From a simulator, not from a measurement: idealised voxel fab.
process module | voxel tone inversion
cross-section cut | 200 nm wide | cells 5 nm
A cross-section is a grid of square cells, given in bands from the top down. A band is one or more rows of cells.
Each band's line starts with the height of the band's top and of its bottom, in nm. Then come its materials from left to right, each with its width in nm. One material with "throughout" fills the band from edge to edge. "air" is empty space.
Height 0 is the level under which the wafer as received is all one material. The lowest band goes on downwards, as in "0 down".
A width such as "30 to 40" changes by the same amount from each row of cells to the next, from the band's top row to its bottom row.
"no change" after a step means that no cell of the cross-section changed.
closed voids: empty space of 8 cells or more with no open way to the top, each as width x height at its distance from the left edge, in nm
after a step's settings: what the simulator itself notes on the step
overlay nm, on a step with a mask: how far to the right of its planned place the mask lay; to the left if negative
plan
1 op RECEIVE | material Si
2 op CONFORMAL_DEP | material SiN | thk nm 5
3 op DIRECTIONAL_DEP | material aC | thk nm 25
4 op PATTERN | tone cover | mask id POSTS | material resist | width nm 25 | pitch nm 50 | thk nm 35 | overlay nm -15
5 op DIRECTIONAL_ETCH | etch materials aC | depth nm 25
6 op STRIP | etch materials resist
7 op FILL_DEP | material SiO2 | thk nm 10
8 op CMP | height nm 30
9 op STRIP | etch materials aC
10 op CONFORMAL_DEP | material TiN | thk nm 5
11 op FILL_DEP | material Cu | thk nm 5
12 op CMP | height nm 30
13 op CONFORMAL_DEP | material SiN | thk nm 5
varied across the wafers: overlay nm of step 4. The plan shows the first wafer's value. All wafers start alike
first wafer as received, after step 1
  0 down: Si throughout
  closed voids: none
each wafer at the end: cells of each material gained (+) or lost (-) since it was received, then its closed voids
overlay nm -15 | +24 Cu | +80 SiN | +150 SiO2 | +26 TiN | closed voids: none
overlay nm -10 | +24 Cu | +80 SiN | +150 SiO2 | +26 TiN | closed voids: none
overlay nm -5 | +24 Cu | +80 SiN | +150 SiO2 | +26 TiN | closed voids: none
overlay nm 0 | +24 Cu | +80 SiN | +150 SiO2 | +26 TiN | closed voids: none
overlay nm 5 | +24 Cu | +80 SiN | +150 SiO2 | +26 TiN | closed voids: none
overlay nm 10 | +24 Cu | +80 SiN | +150 SiO2 | +26 TiN | closed voids: none
overlay nm 15 | +24 Cu | +80 SiN | +150 SiO2 | +26 TiN | closed voids: none
